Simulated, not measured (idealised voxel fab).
Presented below is a process module, voxel wiring stack.
Square cell edge 5 nm, section width 260 nm, ID cut.
When this document writes out a cross-section, it uses a grid of square cells and lists it as bands, beginning at the top and moving down, with a band standing for one or more rows of cells.
For a band, the entry starts with two heights in nm, that of the top and then that of the bottom, and carries on with the band's materials in order from left to right, each alongside its width in nm; the word "all across" beside a single material means it fills the band edge to edge, and "air" means empty space.
Height datum 0, below which the as-received substrate wafer is one material. Lowest band open at the bottom, running downward: "top 0, no bottom".
When a width is written as two numbers, as in "30..40", the first number is the width in the top row of cells of the band and the second is the width in its bottom row, and the width changes by the same amount from each row to the next.
Basically "remained the same" means that step didn't change any cell in the cross-section.
This entry, "Fully sealed voids", enumerates those empty regions of no fewer than 8 cells that possess no open connection to the top. Each region is reported in the form width x height at distance, the distance being taken from the left edge, with all three quantities expressed in nm.
Formally, on a step line, whatever follows the settings is a remark that the simulator itself makes on the step.
"overlay nm" denotes, for a step that has a mask, the displacement of the mask to the right of its planned place, with negative values corresponding to the left.
Layout of what follows: cross-section pairs, each bracketing one process step, the after cross-section shown only to the lowest band that changed, the step between and its settings noted under each pair. Pairs may originate in different runs of this module on the same starting wafer; a pair continues from the pair above only where its entry headed "Prior to processing" says so.

[Prior to processing]
top 0, no bottom = Si all across
Fully sealed voids: none

[Step Outcome]
top 15, bottom 0 = SiO2 all across
Rest of section, below 0: as before.
Fully sealed voids: none
Between the two cross-sections shown above, the process step is CONFORMAL_DEP,material SiO2,thk nm 15

Prior to processing: The cross-section prior to this step is the one presented after the step of the pair immediately above.

[Step Outcome]
top 20, bottom 15 = SiN all across
Rest of section, below 15: as before.
Fully sealed voids: none
Between the two cross-sections shown above, the process step is CONFORMAL_DEP,material SiN,thk nm 5

Prior to processing: The cross-section prior to this step is the one presented after the step of the pair immediately above.

[Step Outcome]
top 40, bottom 20 = SiO2 all across
Rest of section, below 20: as before.
Fully sealed voids: none
Between the two cross-sections shown above, the process step is DIRECTIONAL_DEP,material SiO2,thk nm 20

Prior to processing: The cross-section prior to this step is the one presented after the step of the pair immediately above.

[Step Outcome]
top 60, bottom 40 = 55 resist, 30 air, 30 resist, 30 air, 30 resist, 30 air, 55 resist
Rest of section, below 40: as before.
Fully sealed voids: none
Between the two cross-sections shown above, the process step is PATTERN,tone open,mask id METAL_1,material resist,width nm 30,pitch nm 60,thk nm 20,overlay nm 0

Prior to processing: The cross-section prior to this step is the one presented after the step of the pair immediately above.

[Step Outcome]
top 60, bottom 40 = 55 resist, 30 air, 30 resist, 30 air, 30 resist, 30 air, 55 resist
top 40, bottom 20 = 55 SiO2, 30 air, 30 SiO2, 30 air, 30 SiO2, 30 air, 55 SiO2
Rest of section, below 20: as before.
Fully sealed voids: none
Between the two cross-sections shown above, the process step is DIRECTIONAL_ETCH,etch materials SiO2,depth nm 20

Prior to processing: The cross-section prior to this step is the one presented after the step of the pair immediately above.

[Step Outcome]
top 60, bottom 40 = 55 resist, 30 air, 30 resist, 30 air, 30 resist, 30 air, 55 resist
top 40, bottom 20 = 55 SiO2, 30 air, 30 SiO2, 30 air, 30 SiO2, 30 air, 55 SiO2
top 20, bottom 15 = 55 SiN, 30 air, 30 SiN, 30 air, 30 SiN, 30 air, 55 SiN
Rest of section, below 15: as before.
Fully sealed voids: none
Between the two cross-sections shown above, the process step is DIRECTIONAL_ETCH,etch materials SiN,depth nm 5

Prior to processing: The cross-section prior to this step is the one presented after the step of the pair immediately above.

[Step Outcome]
top 40, bottom 20 = 55 SiO2, 30 air, 30 SiO2, 30 air, 30 SiO2, 30 air, 55 SiO2
Rest of section, below 20: as before.
Fully sealed voids: none
Between the two cross-sections shown above, the process step is STRIP,etch materials resist

Prior to processing: The cross-section prior to this step is the one presented after the step of the pair immediately above.

[Step Outcome]
top 45, bottom 40 = 60 TiN, 20 air, 40 TiN, 20 air, 40 TiN, 20 air, 60 TiN
top 40, bottom 20 = 55 SiO2, 5 TiN, 20 air, 5 TiN, 30 SiO2, 5 TiN, 20 air, 5 TiN, 30 SiO2, 5 TiN, 20 air, 5 TiN, 55 SiO2
top 20, bottom 15 = 55 SiN, 30 TiN, 30 SiN, 30 TiN, 30 SiN, 30 TiN, 55 SiN
Rest of section, below 15: as before.
Fully sealed voids: none
Between the two cross-sections shown above, the process step is CONFORMAL_DEP,material TiN,thk nm 5

Prior to processing: The cross-section prior to this step is the one presented after the step of the pair immediately above.

[Step Outcome]
top 50, bottom 45 = Cu all across
top 45, bottom 40 = 60 TiN, 20 Cu, 40 TiN, 20 Cu, 40 TiN, 20 Cu, 60 TiN
top 40, bottom 20 = 55 SiO2, 5 TiN, 20 Cu, 5 TiN, 30 SiO2, 5 TiN, 20 Cu, 5 TiN, 30 SiO2, 5 TiN, 20 Cu, 5 TiN, 55 SiO2
Rest of section, below 20: as before.
Fully sealed voids: none
Between the two cross-sections shown above, the process step is FILL_DEP,material Cu,thk nm 5

Prior to processing: The cross-section prior to this step is the one presented after the step of the pair immediately above.

[Step Outcome]
top 40, bottom 20 = 55 SiO2, 5 TiN, 20 Cu, 5 TiN, 30 SiO2, 5 TiN, 20 Cu, 5 TiN, 30 SiO2, 5 TiN, 20 Cu, 5 TiN, 55 SiO2
Rest of section, below 20: as before.
Fully sealed voids: none
Between the two cross-sections shown above, the process step is CMP,height nm 40

Prior to processing: The cross-section prior to this step is the one presented after the step of the pair immediately above.

[Step Outcome]
top 45, bottom 40 = SiCN all across
Rest of section, below 40: as before.
Fully sealed voids: none
Between the two cross-sections shown above, the process step is CONFORMAL_DEP,material SiCN,thk nm 5

Prior to processing: The cross-section prior to this step is the one presented after the step of the pair immediately above.

[Step Outcome]
top 75, bottom 45 = lowk all across
Rest of section, below 45: as before.
Fully sealed voids: none
Between the two cross-sections shown above, the process step is DIRECTIONAL_DEP,material lowk,thk nm 30

Prior to processing: The cross-section prior to this step is the one presented after the step of the pair immediately above.

[Step Outcome]
top 95, bottom 75 = 55 resist, 15 air, 105 resist, 15 air, 70 resist
Rest of section, below 75: as before.
Fully sealed voids: none
Between the two cross-sections shown above, the process step is PATTERN,tone open,mask id METAL_2_HOLES,material resist,width nm 15,pitch nm 120,thk nm 20,overlay nm 0

Prior to processing: The cross-section prior to this step is the one presented after the step of the pair immediately above.

[Step Outcome]
top 95, bottom 75 = 55 resist, 15 air, 105 resist, 15 air, 70 resist
top 75, bottom 45 = 55 lowk, 15 air, 105 lowk, 15 air, 70 lowk
Rest of section, below 45: as before.
Fully sealed voids: none
Between the two cross-sections shown above, the process step is DIRECTIONAL_ETCH,etch materials lowk,depth nm 30

Prior to processing: The cross-section prior to this step is the one presented after the step of the pair immediately above.

[Step Outcome]
top 75, bottom 45 = 55 lowk, 15 air, 105 lowk, 15 air, 70 lowk
Rest of section, below 45: as before.
Fully sealed voids: none
Between the two cross-sections shown above, the process step is STRIP,etch materials resist

Prior to processing: The cross-section prior to this step is the one presented after the step of the pair immediately above.

[Step Outcome]
top 90, bottom 75 = 55 aC, 15 air, 105 aC, 15 air, 70 aC
top 75, bottom 60 = 55 lowk, 15 air, 105 lowk, 15 air, 70 lowk
top 60, bottom 45 = 55 lowk, 15 aC, 105 lowk, 15 aC, 70 lowk
Rest of section, below 45: as before.
Fully sealed voids: none
Between the two cross-sections shown above, the process step is DIRECTIONAL_DEP,material aC,thk nm 15

Prior to processing: The cross-section prior to this step is the one presented after the step of the pair immediately above.

[Step Outcome]
top 125, bottom 90 = 55 resist, 30 air, 30 resist, 30 air, 30 resist, 30 air, 55 resist
Rest of section, below 90: as before.
Fully sealed voids: none
Between the two cross-sections shown above, the process step is PATTERN,tone open,mask id METAL_2,material resist,width nm 30,pitch nm 60,thk nm 35,overlay nm 0

Prior to processing: The cross-section prior to this step is the one presented after the step of the pair immediately above.

[Step Outcome]
top 110, bottom 90 = 55 resist, 30 air, 30 resist, 30 air, 30 resist, 30 air, 55 resist
top 90, bottom 75 = 55 aC, 30 air, 30 aC, 30 air, 30 aC, 30 air, 55 aC
top 75, bottom 45 = 55 lowk, 15 air, 105 lowk, 15 air, 70 lowk
Rest of section, below 45: as before.
Fully sealed voids: none
Between the two cross-sections shown above, the process step is DIRECTIONAL_ETCH,etch materials aC,depth nm 15

Prior to processing: The cross-section prior to this step is the one presented after the step of the pair immediately above.

[Step Outcome]
top 90, bottom 75 = 55 aC, 30 air, 30 aC, 30 air, 30 aC, 30 air, 55 aC
Rest of section, below 75: as before.
Fully sealed voids: none
Between the two cross-sections shown above, the process step is STRIP,etch materials resist

Prior to processing: The cross-section prior to this step is the one presented after the step of the pair immediately above.

[Step Outcome]
top 90, bottom 75 = 55 aC, 30 air, 30 aC, 30 air, 30 aC, 30 air, 55 aC
top 75, bottom 60 = 55 lowk, 30 air, 30 lowk, 30 air, 30 lowk, 30 air, 55 lowk
Rest of section, below 60: as before.
Fully sealed voids: none
Between the two cross-sections shown above, the process step is DIRECTIONAL_ETCH,etch materials lowk,depth nm 15

Prior to processing: The cross-section prior to this step is the one presented after the step of the pair immediately above.

[Step Outcome]
top 90, bottom 75 = 55 aC, 30 air, 30 aC, 30 air, 30 aC, 30 air, 55 aC
top 75, bottom 60 = 55 lowk, 30 air, 30 lowk, 30 air, 30 lowk, 30 air, 55 lowk
top 60, bottom 45 = 55 lowk, 15 air, 105 lowk, 15 air, 70 lowk
top 45, bottom 40 = 55 SiCN, 15 air, 105 SiCN, 15 air, 70 SiCN
Rest of section, below 40: as before.
Fully sealed voids: none
Between the two cross-sections shown above, the process step is DIRECTIONAL_ETCH,etch materials SiCN,depth nm 5

Prior to processing: The cross-section prior to this step is the one presented after the step of the pair immediately above.

[Step Outcome]
top 75, bottom 60 = 55 lowk, 30 air, 30 lowk, 30 air, 30 lowk, 30 air, 55 lowk
Rest of section, below 60: as before.
Fully sealed voids: none
Between the two cross-sections shown above, the process step is STRIP,etch materials aC

Prior to processing: The cross-section prior to this step is the one presented after the step of the pair immediately above.

[Step Outcome]
top 80, bottom 75 = 60 TiN, 20 air, 40 TiN, 20 air, 40 TiN, 20 air, 60 TiN
top 75, bottom 65 = 55 lowk, 5 TiN, 20 air, 5 TiN, 30 lowk, 5 TiN, 20 air, 5 TiN, 30 lowk, 5 TiN, 20 air, 5 TiN, 55 lowk
top 65, bottom 60 = 55 lowk, 5 TiN, 5 air, 20 TiN, 30 lowk, 30 TiN, 30 lowk, 5 TiN, 5 air, 20 TiN, 55 lowk
top 60, bottom 45 = 55 lowk, 5 TiN, 5 air, 5 TiN, 105 lowk, 5 TiN, 5 air, 5 TiN, 70 lowk
top 45, bottom 40 = 55 SiCN, 15 TiN, 105 SiCN, 15 TiN, 70 SiCN
Rest of section, below 40: as before.
Fully sealed voids: none
Between the two cross-sections shown above, the process step is CONFORMAL_DEP,material TiN,thk nm 5

Prior to processing: The cross-section prior to this step is the one presented after the step of the pair immediately above.

[Step Outcome]
top 85, bottom 80 = Cu all across
top 80, bottom 75 = 60 TiN, 20 Cu, 40 TiN, 20 Cu, 40 TiN, 20 Cu, 60 TiN
top 75, bottom 65 = 55 lowk, 5 TiN, 20 Cu, 5 TiN, 30 lowk, 5 TiN, 20 Cu, 5 TiN, 30 lowk, 5 TiN, 20 Cu, 5 TiN, 55 lowk
top 65, bottom 60 = 55 lowk, 5 TiN, 5 Cu, 20 TiN, 30 lowk, 30 TiN, 30 lowk, 5 TiN, 5 Cu, 20 TiN, 55 lowk
top 60, bottom 45 = 55 lowk, 5 TiN, 5 Cu, 5 TiN, 105 lowk, 5 TiN, 5 Cu, 5 TiN, 70 lowk
Rest of section, below 45: as before.
Fully sealed voids: none
Between the two cross-sections shown above, the process step is FILL_DEP,material Cu,thk nm 5

Prior to processing: The cross-section prior to this step is the one presented after the step of the pair immediately above.

[Step Outcome]
top 75, bottom 65 = 55 lowk, 5 TiN, 20 Cu, 5 TiN, 30 lowk, 5 TiN, 20 Cu, 5 TiN, 30 lowk, 5 TiN, 20 Cu, 5 TiN, 55 lowk
Rest of section, below 65: as before.
Fully sealed voids: none
Between the two cross-sections shown above, the process step is CMP,height nm 75

Prior to processing: The cross-section prior to this step is the one presented after the step of the pair immediately above.

[Step Outcome]
top 80, bottom 75 = SiCN all across
Rest of section, below 75: as before.
Fully sealed voids: none
Between the two cross-sections shown above, the process step is CONFORMAL_DEP,material SiCN,thk nm 5

Prior to processing: The cross-section prior to this step is the one presented after the step of the pair immediately above.

[Step Outcome]
top 100, bottom 80 = SiO2 all across
Rest of section, below 80: as before.
Fully sealed voids: none
Between the two cross-sections shown above, the process step is DIRECTIONAL_DEP,material SiO2,thk nm 20

Prior to processing: The cross-section prior to this step is the one presented after the step of the pair immediately above.

[Step Outcome]
top 115, bottom 100 = 55 resist, 15 air, 45 resist, 15 air, 45 resist, 15 air, 70 resist
Rest of section, below 100: as before.
Fully sealed voids: none
Between the two cross-sections shown above, the process step is PATTERN,tone open,mask id PLUG_2,material resist,width nm 15,pitch nm 60,thk nm 15,overlay nm 0

Prior to processing: The cross-section prior to this step is the one presented after the step of the pair immediately above.

[Step Outcome]
top 115, bottom 100 = 55 resist, 15 air, 45 resist, 15 air, 45 resist, 15 air, 70 resist
top 100, bottom 80 = 55 SiO2, 15 air, 45 SiO2, 15 air, 45 SiO2, 15 air, 70 SiO2
Rest of section, below 80: as before.
Fully sealed voids: none
Between the two cross-sections shown above, the process step is DIRECTIONAL_ETCH,etch materials SiO2,depth nm 20

Prior to processing: The cross-section prior to this step is the one presented after the step of the pair immediately above.

[Step Outcome]
top 115, bottom 100 = 55 resist, 15 air, 45 resist, 15 air, 45 resist, 15 air, 70 resist
top 100, bottom 80 = 55 SiO2, 15 air, 45 SiO2, 15 air, 45 SiO2, 15 air, 70 SiO2
top 80, bottom 75 = 55 SiCN, 15 air, 45 SiCN, 15 air, 45 SiCN, 15 air, 70 SiCN
Rest of section, below 75: as before.
Fully sealed voids: none
Between the two cross-sections shown above, the process step is DIRECTIONAL_ETCH,etch materials SiCN,depth nm 5

Prior to processing: The cross-section prior to this step is the one presented after the step of the pair immediately above.

[Step Outcome]
top 100, bottom 80 = 55 SiO2, 15 air, 45 SiO2, 15 air, 45 SiO2, 15 air, 70 SiO2
Rest of section, below 80: as before.
Fully sealed voids: none
Between the two cross-sections shown above, the process step is STRIP,etch materials resist

Prior to processing: The cross-section prior to this step is the one presented after the step of the pair immediately above.

[Step Outcome]
top 105, bottom 100 = 60 TiN, 5 air, 55 TiN, 5 air, 55 TiN, 5 air, 75 TiN
top 100, bottom 80 = 55 SiO2, 5 TiN, 5 air, 5 TiN, 45 SiO2, 5 TiN, 5 air, 5 TiN, 45 SiO2, 5 TiN, 5 air, 5 TiN, 70 SiO2
top 80, bottom 75 = 55 SiCN, 15 TiN, 45 SiCN, 15 TiN, 45 SiCN, 15 TiN, 70 SiCN
Rest of section, below 75: as before.
Fully sealed voids: none
Between the two cross-sections shown above, the process step is CONFORMAL_DEP,material TiN,thk nm 5

Prior to processing: The cross-section prior to this step is the one presented after the step of the pair immediately above.

[Step Outcome]
top 115, bottom 105 = Cu all across
top 105, bottom 100 = 60 TiN, 5 Cu, 55 TiN, 5 Cu, 55 TiN, 5 Cu, 75 TiN
top 100, bottom 80 = 55 SiO2, 5 TiN, 5 Cu, 5 TiN, 45 SiO2, 5 TiN, 5 Cu, 5 TiN, 45 SiO2, 5 TiN, 5 Cu, 5 TiN, 70 SiO2
Rest of section, below 80: as before.
Fully sealed voids: none
Between the two cross-sections shown above, the process step is FILL_DEP,material Cu,thk nm 10

Prior to processing: The cross-section prior to this step is the one presented after the step of the pair immediately above.

[Step Outcome]
top 100, bottom 80 = 55 SiO2, 5 TiN, 5 Cu, 5 TiN, 45 SiO2, 5 TiN, 5 Cu, 5 TiN, 45 SiO2, 5 TiN, 5 Cu, 5 TiN, 70 SiO2
Rest of section, below 80: as before.
Fully sealed voids: none
Between the two cross-sections shown above, the process step is CMP,height nm 100

Prior to processing: The cross-section prior to this step is the one presented after the step of the pair immediately above.

[Step Outcome]
top 105, bottom 100 = TiN all across
Rest of section, below 100: as before.
Fully sealed voids: none
Between the two cross-sections shown above, the process step is DIRECTIONAL_DEP,material TiN,thk nm 5

Prior to processing: The cross-section prior to this step is the one presented after the step of the pair immediately above.

[Step Outcome]
top 130, bottom 105 = W all across
Rest of section, below 105: as before.
Fully sealed voids: none
Between the two cross-sections shown above, the process step is DIRECTIONAL_DEP,material W,thk nm 25

Prior to processing: The cross-section prior to this step is the one presented after the step of the pair immediately above.

[Step Outcome]
top 130, bottom 105 = 55 air, 30 W, 30 air, 30 W, 30 air, 30 W, 55 air
Rest of section, below 105: as before.
Fully sealed voids: none
Between the two cross-sections shown above, the process step is MASKED_ETCH,tone cover,mask id METAL_3,width nm 30,pitch nm 60,etch materials W,depth nm 25,overlay nm 0

Prior to processing: The cross-section prior to this step is the one presented after the step of the pair immediately above.

[Step Outcome]
top 130, bottom 105 = 55 air, 30 W, 30 air, 30 W, 30 air, 30 W, 55 air
top 105, bottom 100 = 55 air, 30 TiN, 30 air, 30 TiN, 30 air, 30 TiN, 55 air
Rest of section, below 100: as before.
Fully sealed voids: none
Between the two cross-sections shown above, the process step is MASKED_ETCH,tone cover,mask id METAL_3,width nm 30,pitch nm 60,etch materials TiN,depth nm 5,overlay nm 0

Prior to processing: The cross-section prior to this step is the one presented after the step of the pair immediately above.

[Step Outcome]
top 135, bottom 130 = 50 air, 40 SiCN, 20 air, 40 SiCN, 20 air, 40 SiCN, 50 air
top 130, bottom 105 = 50 air, 5 SiCN, 30 W, 5 SiCN, 20 air, 5 SiCN, 30 W, 5 SiCN, 20 air, 5 SiCN, 30 W, 5 SiCN, 50 air
top 105, bottom 100 = 55 SiCN, 30 TiN, 30 SiCN, 30 TiN, 30 SiCN, 30 TiN, 55 SiCN
Rest of section, below 100: as before.
Fully sealed voids: none
Between the two cross-sections shown above, the process step is CONFORMAL_DEP,material SiCN,thk nm 5

Prior to processing: The cross-section prior to this step is the one presented after the step of the pair immediately above.

[Step Outcome]
top 145, bottom 135 = SiO2 all across
top 135, bottom 130 = 50 SiO2, 40 SiCN, 20 SiO2, 40 SiCN, 20 SiO2, 40 SiCN, 50 SiO2
top 130, bottom 105 = 50 SiO2, 5 SiCN, 30 W, 5 SiCN, 20 SiO2, 5 SiCN, 30 W, 5 SiCN, 20 SiO2, 5 SiCN, 30 W, 5 SiCN, 50 SiO2
Rest of section, below 105: as before.
Fully sealed voids: none
Between the two cross-sections shown above, the process step is FILL_DEP,material SiO2,thk nm 10

Prior to processing: The cross-section prior to this step is the one presented after the step of the pair immediately above.

[Step Outcome]
top 130, bottom 105 = 50 SiO2, 5 SiCN, 30 W, 5 SiCN, 20 SiO2, 5 SiCN, 30 W, 5 SiCN, 20 SiO2, 5 SiCN, 30 W, 5 SiCN, 50 SiO2
Rest of section, below 105: as before.
Fully sealed voids: none
Between the two cross-sections shown above, the process step is CMP,height nm 130

Prior to processing: The cross-section prior to this step is the one presented after the step of the pair immediately above.

[Step Outcome]
top 135, bottom 130 = SiCN all across
Rest of section, below 130: as before.
Fully sealed voids: none
Between the two cross-sections shown above, the process step is CONFORMAL_DEP,material SiCN,thk nm 5

Prior to processing: The cross-section prior to this step is the one presented after the step of the pair immediately above.

[Step Outcome]
top 155, bottom 135 = lowk all across
Rest of section, below 135: as before.
Fully sealed voids: none
Between the two cross-sections shown above, the process step is DIRECTIONAL_DEP,material lowk,thk nm 20

Prior to processing: The cross-section prior to this step is the one presented after the step of the pair immediately above.

[Step Outcome]
top 155, bottom 135 = 55 lowk, 15 air, 105 lowk, 15 air, 70 lowk
Rest of section, below 135: as before.
Fully sealed voids: none
Between the two cross-sections shown above, the process step is MASKED_ETCH,tone open,mask id PLUG_3,width nm 15,pitch nm 120,etch materials lowk,depth nm 20,overlay nm 0

Prior to processing: The cross-section prior to this step is the one presented after the step of the pair immediately above.

[Step Outcome]
top 155, bottom 135 = 55 lowk, 15 air, 105 lowk, 15 air, 70 lowk
top 135, bottom 130 = 55 SiCN, 15 air, 105 SiCN, 15 air, 70 SiCN
Rest of section, below 130: as before.
Fully sealed voids: none
Between the two cross-sections shown above, the process step is MASKED_ETCH,tone open,mask id PLUG_3,width nm 15,pitch nm 120,etch materials SiCN,depth nm 5,overlay nm 0

Prior to processing: The cross-section prior to this step is the one presented after the step of the pair immediately above.

[Step Outcome]
top 155, bottom 140 = 55 lowk, 15 air, 105 lowk, 15 air, 70 lowk
top 140, bottom 135 = 55 lowk, 15 Ru, 105 lowk, 15 Ru, 70 lowk
top 135, bottom 130 = 55 SiCN, 15 Ru, 105 SiCN, 15 Ru, 70 SiCN
Rest of section, below 130: as before.
Fully sealed voids: none
Between the two cross-sections shown above, the process step is EPI,material Ru,thk nm 10

Prior to processing: The cross-section prior to this step is the one presented after the step of the pair immediately above.

[Step Outcome]
top 155, bottom 150 = 55 lowk, 15 air, 105 lowk, 15 air, 70 lowk
top 150, bottom 135 = 55 lowk, 15 Ru, 105 lowk, 15 Ru, 70 lowk
Rest of section, below 135: as before.
Fully sealed voids: none
Between the two cross-sections shown above, the process step is EPI,material Ru,thk nm 10

Prior to processing: The cross-section prior to this step is the one presented after the step of the pair immediately above.

[Step Outcome]
top 155, bottom 135 = 55 lowk, 15 Ru, 105 lowk, 15 Ru, 70 lowk
Rest of section, below 135: as before.
Fully sealed voids: none
Between the two cross-sections shown above, the process step is EPI,material Ru,thk nm 5

Prior to processing: The cross-section prior to this step is the one presented after the step of the pair immediately above.

[Step Outcome]
top 160, bottom 155 = SiCN all across
Rest of section, below 155: as before.
Fully sealed voids: none
Between the two cross-sections shown above, the process step is CONFORMAL_DEP,material SiCN,thk nm 5

Prior to processing: The cross-section prior to this step is the one presented after the step of the pair immediately above.

[Step Outcome]
top 185, bottom 160 = SiO2 all across
Rest of section, below 160: as before.
Fully sealed voids: none
Between the two cross-sections shown above, the process step is DIRECTIONAL_DEP,material SiO2,thk nm 25

Prior to processing: The cross-section prior to this step is the one presented after the step of the pair immediately above.

[Step Outcome]
top 205, bottom 185 = 55 resist, 30 air, 30 resist, 30 air, 30 resist, 30 air, 55 resist
Rest of section, below 185: as before.
Fully sealed voids: none
Between the two cross-sections shown above, the process step is PATTERN,tone open,mask id METAL_4,material resist,width nm 30,pitch nm 60,thk nm 20,overlay nm 0

Prior to processing: The cross-section prior to this step is the one presented after the step of the pair immediately above.

[Step Outcome]
top 205, bottom 185 = 55 resist, 30 air, 30 resist, 30 air, 30 resist, 30 air, 55 resist
top 185, bottom 160 = 55 SiO2, 30 air, 30 SiO2, 30 air, 30 SiO2, 30 air, 55 SiO2
Rest of section, below 160: as before.
Fully sealed voids: none
Between the two cross-sections shown above, the process step is DIRECTIONAL_ETCH,etch materials SiO2,depth nm 25

Prior to processing: The cross-section prior to this step is the one presented after the step of the pair immediately above.

[Step Outcome]
top 205, bottom 185 = 55 resist, 30 air, 30 resist, 30 air, 30 resist, 30 air, 55 resist
top 185, bottom 160 = 55 SiO2, 30 air, 30 SiO2, 30 air, 30 SiO2, 30 air, 55 SiO2
top 160, bottom 155 = 55 SiCN, 30 air, 30 SiCN, 30 air, 30 SiCN, 30 air, 55 SiCN
Rest of section, below 155: as before.
Fully sealed voids: none
Between the two cross-sections shown above, the process step is DIRECTIONAL_ETCH,etch materials SiCN,depth nm 5

Prior to processing: The cross-section prior to this step is the one presented after the step of the pair immediately above.

[Step Outcome]
top 185, bottom 160 = 55 SiO2, 30 air, 30 SiO2, 30 air, 30 SiO2, 30 air, 55 SiO2
Rest of section, below 160: as before.
Fully sealed voids: none
Between the two cross-sections shown above, the process step is STRIP,etch materials resist

Prior to processing: The cross-section prior to this step is the one presented after the step of the pair immediately above.

[Step Outcome]
top 190, bottom 185 = 60 TiN, 20 air, 40 TiN, 20 air, 40 TiN, 20 air, 60 TiN
top 185, bottom 160 = 55 SiO2, 5 TiN, 20 air, 5 TiN, 30 SiO2, 5 TiN, 20 air, 5 TiN, 30 SiO2, 5 TiN, 20 air, 5 TiN, 55 SiO2
top 160, bottom 155 = 55 SiCN, 30 TiN, 30 SiCN, 30 TiN, 30 SiCN, 30 TiN, 55 SiCN
Rest of section, below 155: as before.
Fully sealed voids: none
Between the two cross-sections shown above, the process step is CONFORMAL_DEP,material TiN,thk nm 5

Prior to processing: The cross-section prior to this step is the one presented after the step of the pair immediately above.

[Step Outcome]
top 195, bottom 190 = W all across
top 190, bottom 185 = 60 TiN, 20 W, 40 TiN, 20 W, 40 TiN, 20 W, 60 TiN
top 185, bottom 160 = 55 SiO2, 5 TiN, 20 W, 5 TiN, 30 SiO2, 5 TiN, 20 W, 5 TiN, 30 SiO2, 5 TiN, 20 W, 5 TiN, 55 SiO2
Rest of section, below 160: as before.
Fully sealed voids: none
Between the two cross-sections shown above, the process step is FILL_DEP,material W,thk nm 5

Prior to processing: The cross-section prior to this step is the one presented after the step of the pair immediately above.

[Step Outcome]
top 185, bottom 160 = 55 SiO2, 5 TiN, 20 W, 5 TiN, 30 SiO2, 5 TiN, 20 W, 5 TiN, 30 SiO2, 5 TiN, 20 W, 5 TiN, 55 SiO2
Rest of section, below 160: as before.
Fully sealed voids: none
Between the two cross-sections shown above, the process step is CMP,height nm 185

Prior to processing: The cross-section prior to this step is the one presented after the step of the pair immediately above.

[Step Outcome]
top 190, bottom 185 = 50 air, 40 Ru, 20 air, 40 Ru, 20 air, 40 Ru, 50 air
Rest of section, below 185: as before.
Fully sealed voids: none
Between the two cross-sections shown above, the process step is EPI,material Ru,thk nm 5

Prior to processing: The cross-section prior to this step is the one presented after the step of the pair immediately above.

[Step Outcome]
top 195, bottom 190 = SiCN all across
top 190, bottom 185 = 50 SiCN, 40 Ru, 20 SiCN, 40 Ru, 20 SiCN, 40 Ru, 50 SiCN
Rest of section, below 185: as before.
Fully sealed voids: none
Between the two cross-sections shown above, the process step is FILL_DEP,material SiCN,thk nm 5

[Prior to processing]
top 155, bottom 135 = 55 lowk, 15 Ru, 105 lowk, 15 Ru, 70 lowk
top 135, bottom 130 = 55 SiCN, 15 Ru, 105 SiCN, 15 Ru, 70 SiCN
top 130, bottom 105 = 50 SiO2, 5 SiCN, 30 W, 5 SiCN, 20 SiO2, 5 SiCN, 30 W, 5 SiCN, 20 SiO2, 5 SiCN, 30 W, 5 SiCN, 50 SiO2
top 105, bottom 100 = 55 SiCN, 30 TiN, 30 SiCN, 30 TiN, 30 SiCN, 30 TiN, 55 SiCN
top 100, bottom 80 = 55 SiO2, 5 TiN, 5 Cu, 5 TiN, 45 SiO2, 5 TiN, 5 Cu, 5 TiN, 45 SiO2, 5 TiN, 5 Cu, 5 TiN, 70 SiO2
top 80, bottom 75 = 55 SiCN, 15 TiN, 45 SiCN, 15 TiN, 45 SiCN, 15 TiN, 70 SiCN
top 75, bottom 65 = 55 lowk, 5 TiN, 20 Cu, 5 TiN, 30 lowk, 5 TiN, 20 Cu, 5 TiN, 30 lowk, 5 TiN, 20 Cu, 5 TiN, 55 lowk
top 65, bottom 60 = 55 lowk, 5 TiN, 5 Cu, 20 TiN, 30 lowk, 30 TiN, 30 lowk, 5 TiN, 5 Cu, 20 TiN, 55 lowk
top 60, bottom 45 = 55 lowk, 5 TiN, 5 Cu, 5 TiN, 105 lowk, 5 TiN, 5 Cu, 5 TiN, 70 lowk
top 45, bottom 40 = 55 SiCN, 15 TiN, 105 SiCN, 15 TiN, 70 SiCN
top 40, bottom 20 = 55 SiO2, 5 TiN, 20 Cu, 5 TiN, 30 SiO2, 5 TiN, 20 Cu, 5 TiN, 30 SiO2, 5 TiN, 20 Cu, 5 TiN, 55 SiO2
top 20, bottom 15 = 55 SiN, 30 TiN, 30 SiN, 30 TiN, 30 SiN, 30 TiN, 55 SiN
top 15, bottom 0 = SiO2 all across
top 0, no bottom = Si all across
Fully sealed voids: none

[Step Outcome]
top 180, bottom 155 = SiO2 all across
Rest of section, below 155: as before.
Fully sealed voids: none
Between the two cross-sections shown above, the process step is DIRECTIONAL_DEP,material SiO2,thk nm 25

Prior to processing: The cross-section prior to this step is the one presented after the step of the pair immediately above.

[Step Outcome]
top 200, bottom 180 = 55 resist, 30 air, 30 resist, 30 air, 30 resist, 30 air, 55 resist
Rest of section, below 180: as before.
Fully sealed voids: none
Between the two cross-sections shown above, the process step is PATTERN,tone open,mask id METAL_4,material resist,width nm 30,pitch nm 60,thk nm 20,overlay nm 0

Prior to processing: The cross-section prior to this step is the one presented after the step of the pair immediately above.

[Step Outcome]
top 200, bottom 180 = 55 resist, 30 air, 30 resist, 30 air, 30 resist, 30 air, 55 resist
top 180, bottom 155 = 55 SiO2, 30 air, 30 SiO2, 30 air, 30 SiO2, 30 air, 55 SiO2
Rest of section, below 155: as before.
Fully sealed voids: none
Between the two cross-sections shown above, the process step is DIRECTIONAL_ETCH,etch materials SiO2,depth nm 25

Prior to processing: The cross-section prior to this step is the one presented after the step of the pair immediately above.

[Step Outcome]
top 180, bottom 155 = 55 SiO2, 30 air, 30 SiO2, 30 air, 30 SiO2, 30 air, 55 SiO2
Rest of section, below 155: as before.
Fully sealed voids: none
Between the two cross-sections shown above, the process step is STRIP,etch materials resist

Prior to processing: The cross-section prior to this step is the one presented after the step of the pair immediately above.

[Step Outcome]
top 185, bottom 180 = 60 TiN, 20 air, 40 TiN, 20 air, 40 TiN, 20 air, 60 TiN
top 180, bottom 160 = 55 SiO2, 5 TiN, 20 air, 5 TiN, 30 SiO2, 5 TiN, 20 air, 5 TiN, 30 SiO2, 5 TiN, 20 air, 5 TiN, 55 SiO2
top 160, bottom 155 = 55 SiO2, 30 TiN, 30 SiO2, 30 TiN, 30 SiO2, 30 TiN, 55 SiO2
Rest of section, below 155: as before.
Fully sealed voids: none
Between the two cross-sections shown above, the process step is CONFORMAL_DEP,material TiN,thk nm 5
